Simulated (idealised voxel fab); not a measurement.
The document below concerns the process module designated voxel local oxidation.
It is cross-section cut that appears here, measuring 170 nm in width, its square cells being 5 nm in size.
The cross-sections in this document take the form of a grid made of square cells. They are written out as bands, in order from top to bottom. Each band consists of one or more rows of cells. What a band's entry tells you: where the top is and where the bottom is, as heights in nm, and after that what lies inside, material by material from left to right, each with its width in nm. Empty space is written as the word "blank", and a single material marked with the word "everywhere" occupies the band from edge to edge. Counting heights begins at 0, where everything beneath is, in the wafer as received, one material. The lowest band has no bottom; it goes on downwards, as "z 0 and below" shows. Note: "30->40" means the width goes from the first number (top row of the band) to the second number (bottom row) in equal steps per row of cells. A step reported as "no alteration" is a step in which no cell of the cross-section changed. Basically, "Sealed internal voids" tells you about the enclosed voids: empty spaces with no open way to the top, 8 cells or bigger, each written width x height at distance, where distance is from the left edge, all in nm. Past the settings on a step's line: simulator remark, on that step. overlay nm: how far to the right of its planned place the mask lay on this masked step (negative: to the left).
The following list gives the planned process steps
1 RECEIVE,material Si
2 OXIDIZE,depth nm 5
3 CONFORMAL_DEP,material SiN,thk nm 10
4 MASKED_ETCH,tone cover,mask id ACTIVE,width nm 100,etch materials SiN,depth nm 10,overlay nm -15
5 SELECTIVE_ETCH,etch materials SiO2,depth nm 5
6 OXIDIZE,depth nm 10
7 STRIP,etch materials SiN
The wafers in this document start out alike and differ in the overlay nm applied at step 4; the plan shows the value used for the first wafer.
Cut through the first of several wafers as received, post step 1
  z 0 and below  Si everywhere
  Sealed internal voids: none
Every row in this table is a wafer at the end of the module, and it gives, for each of the materials, the cells that wafer has gained (+) or lost (-) since it was received, then its closed voids
overlay nm -15 | -74 Si | +58 SiO2 | Sealed internal voids: none
overlay nm -10 | -74 Si | +58 SiO2 | Sealed internal voids: none
overlay nm -5 | -74 Si | +58 SiO2 | Sealed internal voids: none
overlay nm 0 | -74 Si | +58 SiO2 | Sealed internal voids: none
overlay nm 5 | -74 Si | +58 SiO2 | Sealed internal voids: none
overlay nm 10 | -74 Si | +58 SiO2 | Sealed internal voids: none
overlay nm 15 | -74 Si | +58 SiO2 | Sealed internal voids: none
